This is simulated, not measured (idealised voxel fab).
You're looking at the process module voxel gate over fins.
Square cells of 5 nm make up the cross-section cut, whose width is 155 nm.
This document writes a cross-section as a grid whose cells are square, and gives it as bands, listed from the top down; one or more rows of cells form a band. The entry gives the band's vertical extent as a top height and a bottom height in nm, then its horizontal make-up as materials from left to right, each with a width in nm. "air" stands for empty space; a single material marked "throughout" fills the band edge to edge. The reference from which all heights are counted is 0, the level beneath which the as-received wafer is entirely one material; the lowest band, having no lower bound, proceeds downward and is written after the example "0 down". It should be noted that a width expressed as "30 to 40" varies in equal increments from row to row of cells within the band, taking the value of the first number at the top row and that of the second number at the bottom row. No cell of the cross-section changed in a step that is given as "nothing changed". Each empty space that has no open way to the top and spans at least 8 cells appears under "Enclosed empty spaces" as width x height at distance, the distance counted from the left edge, all in nm. On a step's line, text after the settings is the simulator commenting on that step. For masked steps, "overlay nm" on the step line gives how far right of plan the mask actually lay; a minus sign means it lay to the left.

-- The process steps that were planned are listed below
- 1: RECEIVE [material Si]
- 2: CONFORMAL_DEP [material SiN] [thk nm 5]
- 3: PATTERN [tone cover] [mask id FINS] [material resist] [width nm 15] [pitch nm 35] [thk nm 15] [overlay nm 0]
- 4: DIRECTIONAL_ETCH [etch materials SiN] [depth nm 5]
- 5: DIRECTIONAL_ETCH [etch materials Si] [depth nm 30]
- 6: STRIP [etch materials resist]
- 7: OXIDIZE [depth nm 5]
- 8: FILL_DEP [material SiO2] [thk nm 15]
- 9: CMP [height nm 5]
- 10: SELECTIVE_ETCH [etch materials SiO2] [depth nm 15]
- 11: STRIP [etch materials SiN]
- 12: CONFORMAL_DEP [material HfO2] [thk nm 5]
- 13: CONFORMAL_DEP [material TiN] [thk nm 5]
- 14: FILL_DEP [material W] [thk nm 10]
- 15: CMP [height nm 15]
- 16: CONFORMAL_DEP [material SiCN] [thk nm 10]
Where the wafers of this document differ is in the thk nm of step 12; they start out the same, and the plan states the value that applied to the first wafer.

-- First of several wafers, received after step 1, in cross-section
> 0 down  Si throughout
> Enclosed empty spaces: none

-- End-of-module cross-section, first of several wafers, after last step 16
> 25 to 15  SiCN throughout
> 15 to 10  W throughout
> 10 to 5  W: 45 | TiN: 25 | W: 10 | TiN: 25 | W: 50
> 5 to 0  W: 45 | TiN: 5 | HfO2: 15 | TiN: 5 | W: 10 | TiN: 5 | HfO2: 15 | TiN: 5 | W: 50
> 0 to -5  TiN: 50 | HfO2: 5 | Si: 5 | HfO2: 5 | TiN: 20 | HfO2: 5 | Si: 5 | HfO2: 5 | TiN: 55
> -5 to -10  HfO2: 55 | Si: 5 | HfO2: 30 | Si: 5 | HfO2: 60
> -10 to -35  SiO2: 55 | Si: 5 | SiO2: 30 | Si: 5 | SiO2: 60
> -35 down  Si throughout
> Enclosed empty spaces: none

-- Module end, final wafer: cross-section
> 25 to 15  SiCN throughout
> 15 to 10  TiN: 35 | HfO2: 80 | TiN: 40
> 10 to 0  HfO2 throughout
> 0 to -10  HfO2: 55 | Si: 5 | HfO2: 30 | Si: 5 | HfO2: 60
> -10 to -35  SiO2: 55 | Si: 5 | SiO2: 30 | Si: 5 | SiO2: 60
> -35 down  Si throughout
> Enclosed empty spaces: none

-- each wafer at the end: cells of each material gained (+) or lost (-) since it was received, then its closed voids
thk nm 5, +39 HfO2, -203 Si, +62 SiCN, +145 SiO2, +39 TiN, +73 W, Enclosed empty spaces: none
thk nm 10, +78 HfO2, -203 Si, +62 SiCN, +145 SiO2, +39 TiN, +34 W, Enclosed empty spaces: none
thk nm 15, +117 HfO2, -203 Si, +62 SiCN, +145 SiO2, +19 TiN, +15 W, Enclosed empty spaces: none
thk nm 20, +136 HfO2, -203 Si, +62 SiCN, +145 SiO2, +15 TiN, Enclosed empty spaces: none
